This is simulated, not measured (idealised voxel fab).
A process module follows: voxel tone inversion.
The cross-section shown here is cut; it is 230 nm wide and divided into square cells measuring 5 nm on a side.
This document writes a cross-section as a grid whose cells are square, and gives it as bands, listed from the top down; one or more rows of cells form a band.
This entry defines a band. It first specifies the height of the band's top and the height of its bottom in nm, and then specifies the band's materials from left to right, stating each material with its width in nm. The word "edge to edge" identifies a single material that fills the band from edge to edge, while the word "air" identifies empty space.
Heights are expressed relative to 0, this being the level below which the as-received wafer comprises one material exclusively. The lowest band is unbounded in the downward direction and is denoted as in "0 and below".
When a width is written as two numbers, as in "30 to 40", the first number is the width in the top row of cells of the band and the second is the width in its bottom row, and the width changes by the same amount from each row to the next.
When a step is marked "nothing got changed", none of the cells in the cross-section changed during that step.
What "Enclosed void entries" gives you is every empty space of 8 cells or more that is cut off from the top. Each appears as width x height at distance, with the distance taken from the left edge and width, height and distance all in nm.
Where a step's line continues beyond its settings, the continuation is a remark by the simulator itself on that step.
On any step carrying a mask, the "overlay nm" setting, if present on the step's line, tells how far right of its planned place the mask lay; negative values point to the left.

# Process steps - plan
| 1 | RECEIVE with material Si |
| 2 | CONFORMAL_DEP with material SiN, thk nm 5 |
| 3 | DIRECTIONAL_DEP with material aC, thk nm 15 |
| 4 | PATTERN with tone cover, mask id POSTS, material resist, width nm 25, pitch nm 40, thk nm 20, overlay nm -15 |
| 5 | DIRECTIONAL_ETCH with etch materials aC, depth nm 15 |
| 6 | STRIP with etch materials resist |
| 7 | FILL_DEP with material lowk, thk nm 10 |
| 8 | CMP with height nm 20 |
| 9 | STRIP with etch materials aC |
| 10 | CONFORMAL_DEP with material TiN, thk nm 5 |
| 11 | FILL_DEP with material Ru, thk nm 5 |
| 12 | CMP with height nm 20 |
| 13 | CONFORMAL_DEP with material SiN, thk nm 5 |
The overlay nm used in step 4 is not the same on every wafer, whereas the starting condition is; the value printed in the plan is the first wafer's.

# Cross-sectional view of the first of several wafers in the as-received condition, corresponding to the state following step 1
* 0 and below = Si edge to edge
* Enclosed void entries: none

# Wafer rows, end of module: cells per material gained (+) or lost (-) since receipt; closed voids last
overlay nm -15, +12 Ru, +92 SiN, +18 TiN, +108 lowk, Enclosed void entries: none
overlay nm -10, +12 Ru, +92 SiN, +18 TiN, +108 lowk, Enclosed void entries: none
overlay nm -5, +12 Ru, +92 SiN, +18 TiN, +108 lowk, Enclosed void entries: none
overlay nm 0, +12 Ru, +92 SiN, +18 TiN, +108 lowk, Enclosed void entries: none
overlay nm 5, +12 Ru, +92 SiN, +18 TiN, +108 lowk, Enclosed void entries: none
overlay nm 10, +12 Ru, +92 SiN, +18 TiN, +108 lowk, Enclosed void entries: none
overlay nm 15, +12 Ru, +92 SiN, +18 TiN, +108 lowk, Enclosed void entries: none
